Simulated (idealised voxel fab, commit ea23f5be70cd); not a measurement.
You're looking at the process module voxel wiring stack.
Square cell edge 5 nm, section width 195 nm, ID cut.
A cross-section is written here as square cells arranged in a grid, and it is given in bands from the top down, each band taking up one or more rows of cells. It is stipulated that each band's entry specify, in nanometres, the height of the top of the band and then that of its bottom, followed by the materials of the band in left-to-right sequence, each together with its width in nanometres. A single material marked by the word "full width" is understood to fill the band from edge to edge; the word "blank" is understood to denote empty space. The level at which height equals 0 is the one under which the wafer, as it arrives, is entirely one material. No lower edge exists for the bottom band, which continues downward and is notated as in "0 and below". A width given as "30->40" starts at the first number in the band's top row and ends at the second number in its bottom row, shifting by an equal amount at every step from row to row. You'll sometimes find "nothing got changed" written for a step, and that's the way of saying that nowhere in the cross-section did a cell change during that step. Enclosed internal cavities: empty space of 8 cells or more with no open way to the top, each as width x height at its distance from the left edge, in nm. Where a step's line continues beyond its settings, the continuation is a remark by the simulator itself on that step. Steps that use a mask can have "overlay nm" on their line. It says how far the mask sat to the right of where it was meant to be. Negative means to the left.

## Process steps - plan
step 1: RECEIVE (material Si)
step 2: CONFORMAL_DEP (material SiO2; thk nm 10)
step 3: DIRECTIONAL_DEP (material TiN; thk nm 5)
step 4: DIRECTIONAL_DEP (material Ru; thk nm 20)
step 5: PATTERN (tone cover; mask id METAL_1; material resist; width nm 30; pitch nm 45; thk nm 15; overlay nm 0)
step 6: DIRECTIONAL_ETCH (etch materials Ru; depth nm 20)
step 7: DIRECTIONAL_ETCH (etch materials TiN; depth nm 5)
step 8: STRIP (etch materials resist)
step 9: FILL_DEP (material lowk; thk nm 10)
step 10: CMP (height nm 35)
step 11: CONFORMAL_DEP (material SiCN; thk nm 5)
step 12: DIRECTIONAL_DEP (material lowk; thk nm 20)
step 13: DIRECTIONAL_DEP (material aC; thk nm 15)
step 14: PATTERN (tone open; mask id PLUG_1; material resist; width nm 15; pitch nm 45; thk nm 35; overlay nm 0)
step 15: DIRECTIONAL_ETCH (etch materials aC; depth nm 15)
step 16: STRIP (etch materials resist)
step 17: DIRECTIONAL_ETCH (etch materials lowk; depth nm 20)
step 18: DIRECTIONAL_ETCH (etch materials SiCN; depth nm 5)
step 19: STRIP (etch materials aC)
step 20: CONFORMAL_DEP (material TiN; thk nm 5)
step 21: FILL_DEP (material Ru; thk nm 10)
step 22: CMP (height nm 60)
step 23: DIRECTIONAL_DEP (material TiN; thk nm 5)
step 24: DIRECTIONAL_DEP (material W; thk nm 15)
step 25: PATTERN (tone cover; mask id METAL_2; material resist; width nm 30; pitch nm 45; thk nm 15; overlay nm 0)
step 26: DIRECTIONAL_ETCH (etch materials W; depth nm 15)
step 27: DIRECTIONAL_ETCH (etch materials TiN; depth nm 5)
step 28: STRIP (etch materials resist)
step 29: FILL_DEP (material lowk; thk nm 10)
step 30: CMP (height nm 80)
step 31: CONFORMAL_DEP (material SiCN; thk nm 5)
step 32: DIRECTIONAL_DEP (material SiO2; thk nm 35)
step 33: DIRECTIONAL_DEP (material aC; thk nm 10)
step 34: PATTERN (tone open; mask id METAL_3; material resist; width nm 30; pitch nm 45; thk nm 30; overlay nm 0)
step 35: DIRECTIONAL_ETCH (etch materials aC; depth nm 10)
step 36: STRIP (etch materials resist)
step 37: DIRECTIONAL_ETCH (etch materials SiO2; depth nm 20)
step 38: STRIP (etch materials aC)
step 39: DIRECTIONAL_DEP (material aC; thk nm 15)
step 40: PATTERN (tone open; mask id METAL_3_HOLES; material resist; width nm 15; pitch nm 90; thk nm 30; overlay nm 0)
step 41: DIRECTIONAL_ETCH (etch materials aC; depth nm 15)
step 42: STRIP (etch materials resist)
step 43: DIRECTIONAL_ETCH (etch materials SiO2; depth nm 15)
step 44: DIRECTIONAL_ETCH (etch materials SiCN; depth nm 5)
step 45: STRIP (etch materials aC)
step 46: CONFORMAL_DEP (material TiN; thk nm 5)
step 47: FILL_DEP (material Ru; thk nm 5)
step 48: CMP (height nm 120)
step 49: CONFORMAL_DEP (material SiCN; thk nm 5)

## Received-state cross-section, reflecting completion of step 1
  0 and below: Si full width
  Enclosed internal cavities: none

## End-of-module cross-section of the first of two wafers, processed as planned
  125 down to 120: SiCN full width
  120 down to 105: 15 of SiO2; 5 of TiN; 20 of Ru; 5 of TiN; 15 of SiO2; 5 of TiN; 20 of Ru; 5 of TiN; 15 of SiO2; 5 of TiN; 20 of Ru; 5 of TiN; 15 of SiO2; 5 of TiN; 20 of Ru; 5 of TiN; 15 of SiO2
  105 down to 100: 15 of SiO2; 5 of TiN; 5 of Ru; 20 of TiN; 15 of SiO2; 30 of TiN; 15 of SiO2; 5 of TiN; 5 of Ru; 20 of TiN; 15 of SiO2; 30 of TiN; 15 of SiO2
  100 down to 85: 15 of SiO2; 5 of TiN; 5 of Ru; 5 of TiN; 75 of SiO2; 5 of TiN; 5 of Ru; 5 of TiN; 75 of SiO2
  85 down to 80: 15 of SiCN; 15 of TiN; 75 of SiCN; 15 of TiN; 75 of SiCN
  80 down to 65: 15 of lowk; 30 of W; 15 of lowk; 30 of W; 15 of lowk; 30 of W; 15 of lowk; 30 of W; 15 of lowk
  65 down to 60: 15 of lowk; 30 of TiN; 15 of lowk; 30 of TiN; 15 of lowk; 30 of TiN; 15 of lowk; 30 of TiN; 15 of lowk
  60 down to 40: 15 of lowk; 5 of TiN; 5 of Ru; 5 of TiN; 30 of lowk; 5 of TiN; 5 of Ru; 5 of TiN; 30 of lowk; 5 of TiN; 5 of Ru; 5 of TiN; 30 of lowk; 5 of TiN; 5 of Ru; 5 of TiN; 30 of lowk
  40 down to 35: 15 of SiCN; 15 of TiN; 30 of SiCN; 15 of TiN; 30 of SiCN; 15 of TiN; 30 of SiCN; 15 of TiN; 30 of SiCN
  35 down to 15: 15 of lowk; 30 of Ru; 15 of lowk; 30 of Ru; 15 of lowk; 30 of Ru; 15 of lowk; 30 of Ru; 15 of lowk
  15 down to 10: 15 of lowk; 30 of TiN; 15 of lowk; 30 of TiN; 15 of lowk; 30 of TiN; 15 of lowk; 30 of TiN; 15 of lowk
  10 down to 0: SiO2 full width
  0 and below: Si full width
  Enclosed internal cavities: none

## Second wafer of the two, sectioned at the end of the module. It began like the first and followed the same plan, but one mistake was made while running it
  125 down to 120: SiCN full width
  120 down to 105: 15 of SiO2; 5 of TiN; 20 of Ru; 5 of TiN; 15 of SiO2; 5 of TiN; 20 of Ru; 5 of TiN; 15 of SiO2; 5 of TiN; 20 of Ru; 5 of TiN; 15 of SiO2; 5 of TiN; 20 of Ru; 5 of TiN; 15 of SiO2
  105 down to 100: 15 of SiO2; 5 of TiN; 5 of Ru; 20 of TiN; 15 of SiO2; 30 of TiN; 15 of SiO2; 5 of TiN; 5 of Ru; 20 of TiN; 15 of SiO2; 30 of TiN; 15 of SiO2
  100 down to 85: 15 of SiO2; 5 of TiN; 5 of Ru; 5 of TiN; 75 of SiO2; 5 of TiN; 5 of Ru; 5 of TiN; 75 of SiO2
  85 down to 80: 15 of SiCN; 15 of TiN; 75 of SiCN; 15 of TiN; 75 of SiCN
  80 down to 65: 15 of lowk; 30 of W; 15 of lowk; 30 of W; 15 of lowk; 30 of W; 15 of lowk; 30 of W; 15 of lowk
  65 down to 60: 15 of lowk; 30 of TiN; 15 of lowk; 30 of TiN; 15 of lowk; 30 of TiN; 15 of lowk; 30 of TiN; 15 of lowk
  60 down to 55: 20 of TiN; 5 of Ru; 40 of TiN; 5 of Ru; 40 of TiN; 5 of Ru; 40 of TiN; 5 of Ru; 35 of TiN
  55 down to 35: 15 of lowk; 5 of TiN; 5 of Ru; 5 of TiN; 30 of lowk; 5 of TiN; 5 of Ru; 5 of TiN; 30 of lowk; 5 of TiN; 5 of Ru; 5 of TiN; 30 of lowk; 5 of TiN; 5 of Ru; 5 of TiN; 30 of lowk
  35 down to 30: 15 of SiCN; 15 of TiN; 30 of SiCN; 15 of TiN; 30 of SiCN; 15 of TiN; 30 of SiCN; 15 of TiN; 30 of SiCN
  30 down to 15: 15 of lowk; 30 of Ru; 15 of lowk; 30 of Ru; 15 of lowk; 30 of Ru; 15 of lowk; 30 of Ru; 15 of lowk
  15 down to 10: 15 of lowk; 30 of TiN; 15 of lowk; 30 of TiN; 15 of lowk; 30 of TiN; 15 of lowk; 30 of TiN; 15 of lowk
  10 down to 0: SiO2 full width
  0 and below: Si full width
  Enclosed internal cavities: none
Finding, execution versus plan: rather than as planned, step 10 actually ran as CMP (height nm 30)
Wrapping up, a cell-based count of both wafers puts the second over or under the first for these materials: Ru: 20 fewer | TiN: 35 more | lowk: 15 fewer
